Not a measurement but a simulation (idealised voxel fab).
The following is a process module called voxel wiring stack.
Pictured: cross-section cut, 260 nm wide, on a grid of 5 nm square cells.
If you're reading a cross-section in this doc, picture square cells in a grid; it comes to you as bands, top ones listed first down to the bottom, and a band can be one or more rows of cells.
For a band, the entry starts with two heights in nm, that of the top and then that of the bottom, and carries on with the band's materials in order from left to right, each alongside its width in nm; the word "throughout" beside a single material means it fills the band edge to edge, and "air" means empty space.
Counting heights begins at 0, where everything beneath is, in the wafer as received, one material. The lowest band has no bottom; it goes on downwards, as "0 and below" shows.
The expression "30->40" gives the width at the extremes of the band, the first number at its top row of cells and the second at its bottom row, with the width changing by equal amounts from each row to the next in between.
What does "remains unaltered" mean for a step? It means no cell of the cross-section changed in that step.
You'll see "Trapped cavities" listing empty spaces that have no way open to the top, as long as they're 8 cells or more; the notation is width x height at distance, where the distance is from the left edge, and all of it is in nm.
Text after the settings on a step's line: the simulator's own remark on that step.
A step line may carry the setting "overlay nm", which, for steps involving a mask, states the distance by which the mask lay to the right of its intended position; negative values denote displacement to the left.
Plan:
1: op RECEIVE | material Si
2: op CONFORMAL_DEP | material SiO2 | thk nm 15
3: op DIRECTIONAL_DEP | material TiN | thk nm 5
4: op DIRECTIONAL_DEP | material Ru | thk nm 25
5: op PATTERN | tone cover | mask id METAL_1 | material resist | width nm 20 | pitch nm 50 | thk nm 20 | overlay nm 0
6: op DIRECTIONAL_ETCH | etch materials Ru | depth nm 25
7: op DIRECTIONAL_ETCH | etch materials TiN | depth nm 5
8: op STRIP | etch materials resist
9: op FILL_DEP | material lowk | thk nm 10
10: op CMP | height nm 45
11: op CONFORMAL_DEP | material SiCN | thk nm 5
12: op DIRECTIONAL_DEP | material lowk | thk nm 25
13: op DIRECTIONAL_DEP | material aC | thk nm 15
14: op PATTERN | tone open | mask id METAL_2_HOLES | material resist | width nm 15 | thk nm 35 | overlay nm 0
15: op DIRECTIONAL_ETCH | etch materials aC | depth nm 15
16: op STRIP | etch materials resist
17: op DIRECTIONAL_ETCH | etch materials lowk | depth nm 25
18: op STRIP | etch materials aC
19: op PATTERN | tone open | mask id METAL_2 | material resist | width nm 20 | pitch nm 50 | thk nm 15 | overlay nm 0
20: op DIRECTIONAL_ETCH | etch materials lowk | depth nm 15
21: op DIRECTIONAL_ETCH | etch materials SiCN | depth nm 5
22: op STRIP | etch materials resist
23: op CONFORMAL_DEP | material TiN | thk nm 5
24: op FILL_DEP | material Cu | thk nm 5
25: op CMP | height nm 75
26: op CONFORMAL_DEP | material SiCN | thk nm 5
27: op DIRECTIONAL_DEP | material SiO2 | thk nm 30
28: op DIRECTIONAL_DEP | material aC | thk nm 15
29: op PATTERN | tone open | mask id METAL_3_HOLES | material resist | width nm 15 | thk nm 35 | overlay nm 0
30: op DIRECTIONAL_ETCH | etch materials aC | depth nm 15
31: op STRIP | etch materials resist
32: op DIRECTIONAL_ETCH | etch materials SiO2 | depth nm 30
33: op STRIP | etch materials aC
34: op DIRECTIONAL_DEP | material aC | thk nm 10
35: op PATTERN | tone open | mask id METAL_3 | material resist | width nm 20 | pitch nm 50 | thk nm 30 | overlay nm 0
36: op DIRECTIONAL_ETCH | etch materials aC | depth nm 10
37: op STRIP | etch materials resist
38: op DIRECTIONAL_ETCH | etch materials SiO2 | depth nm 15
39: op DIRECTIONAL_ETCH | etch materials SiCN | depth nm 5
40: op STRIP | etch materials aC
41: op CONFORMAL_DEP | material TiN | thk nm 5
42: op FILL_DEP | material Cu | thk nm 10
43: op CMP | height nm 110
44: op CONFORMAL_DEP | material SiCN | thk nm 5
45: op DIRECTIONAL_DEP | material lowk | thk nm 15
46: op MASKED_ETCH | tone open | mask id PLUG_3 | width nm 15 | etch materials lowk | depth nm 15 | overlay nm 0
47: op MASKED_ETCH | tone open | mask id PLUG_3 | width nm 15 | etch materials SiCN | depth nm 5 | overlay nm 0
48: op EPI | material Ru | thk nm 10
49: op EPI | material Ru | thk nm 10
50: op DIRECTIONAL_DEP | material TiN | thk nm 5
51: op DIRECTIONAL_DEP | material Ru | thk nm 15
52: op DIRECTIONAL_DEP | material aC | thk nm 15
53: op PATTERN | tone cover | mask id METAL_4 | material resist | width nm 20 | pitch nm 50 | thk nm 35 | overlay nm 0
54: op DIRECTIONAL_ETCH | etch materials aC | depth nm 15
55: op STRIP | etch materials resist
56: op DIRECTIONAL_ETCH | etch materials Ru | depth nm 15
57: op DIRECTIONAL_ETCH | etch materials TiN | depth nm 5
58: op STRIP | etch materials aC
59: op FILL_DEP | material lowk | thk nm 5
60: op CMP | height nm 150
61: op CONFORMAL_DEP | material SiN | thk nm 5
Cross-sectional view of the wafer in its as-received condition, corresponding to the state after step 1:
    0 and below: Si throughout
    Trapped cavities: none
First wafer at the end, as planned:
    155 down to 150: SiN throughout
    150 down to 135: lowk (95); Ru (20); lowk (30); Ru (20); lowk (95)
    135 down to 130: lowk (95); TiN (20); lowk (30); TiN (20); lowk (95)
    130 down to 115: lowk (95); Ru (15); lowk (150)
    115 down to 110: SiCN (95); Ru (15); SiCN (150)
    110 down to 100: SiO2 (95); TiN (5); Cu (10); TiN (5); SiO2 (30); TiN (5); Cu (10); TiN (5); SiO2 (95)
    100 down to 95: SiO2 (95); TiN (5); Cu (5); TiN (10); SiO2 (30); TiN (20); SiO2 (95)
    95 down to 80: SiO2 (95); TiN (5); Cu (5); TiN (5); SiO2 (150)
    80 down to 75: SiCN (95); TiN (15); SiCN (150)
    75 down to 65: lowk (95); TiN (5); Cu (10); TiN (5); lowk (30); TiN (5); Cu (10); TiN (5); lowk (95)
    65 down to 60: lowk (95); TiN (5); Cu (5); TiN (10); lowk (30); TiN (20); lowk (95)
    60 down to 50: lowk (95); TiN (5); Cu (5); TiN (5); lowk (150)
    50 down to 45: SiCN (95); TiN (15); SiCN (150)
    45 down to 20: lowk (95); Ru (20); lowk (30); Ru (20); lowk (95)
    20 down to 15: lowk (95); TiN (20); lowk (30); TiN (20); lowk (95)
    15 down to 0: SiO2 throughout
    0 and below: Si throughout
    Trapped cavities: none
The second wafer, shown in cross-section after the module: started the same way as the first and given the same plan, yet one mistake crept into how it was run:
    155 down to 150: SiN throughout
    150 down to 135: lowk (95); Ru (20); lowk (30); Ru (20); lowk (95)
    135 down to 130: lowk (95); TiN (20); lowk (30); TiN (20); lowk (95)
    130 down to 115: lowk (95); Ru (15); lowk (150)
    115 down to 110: SiCN (95); Ru (15); SiCN (150)
    110 down to 100: SiO2 (95); TiN (5); Cu (10); TiN (5); SiO2 (30); TiN (5); Cu (10); TiN (5); SiO2 (95)
    100 down to 95: SiO2 (95); TiN (5); Cu (5); TiN (10); SiO2 (30); TiN (20); SiO2 (95)
    95 down to 80: SiO2 (95); TiN (5); Cu (5); TiN (5); SiO2 (150)
    80 down to 75: SiCN (95); TiN (15); SiCN (150)
    75 down to 65: lowk (95); TiN (5); Cu (10); TiN (5); lowk (30); TiN (5); Cu (10); TiN (5); lowk (95)
    65 down to 60: lowk (95); TiN (5); Cu (5); TiN (10); lowk (30); TiN (20); lowk (95)
    60 down to 50: lowk (95); TiN (5); Cu (5); TiN (5); lowk (150)
    50 down to 45: SiCN (95); TiN (15); SiCN (150)
    45 down to 40: lowk (95); TiN (20); lowk (30); TiN (20); lowk (95)
    40 down to 15: Ru throughout
    15 down to 0: SiO2 throughout
    0 and below: Si throughout
    Trapped cavities: none
Which mistake was made when the wafer was run? steps 3 and 4 run out of order (swapped)
It is noted that, at the conclusion of processing, the second wafer exhibits a higher or lower cell count for certain materials relative to the first: Ru: 220 more; lowk: 220 fewer
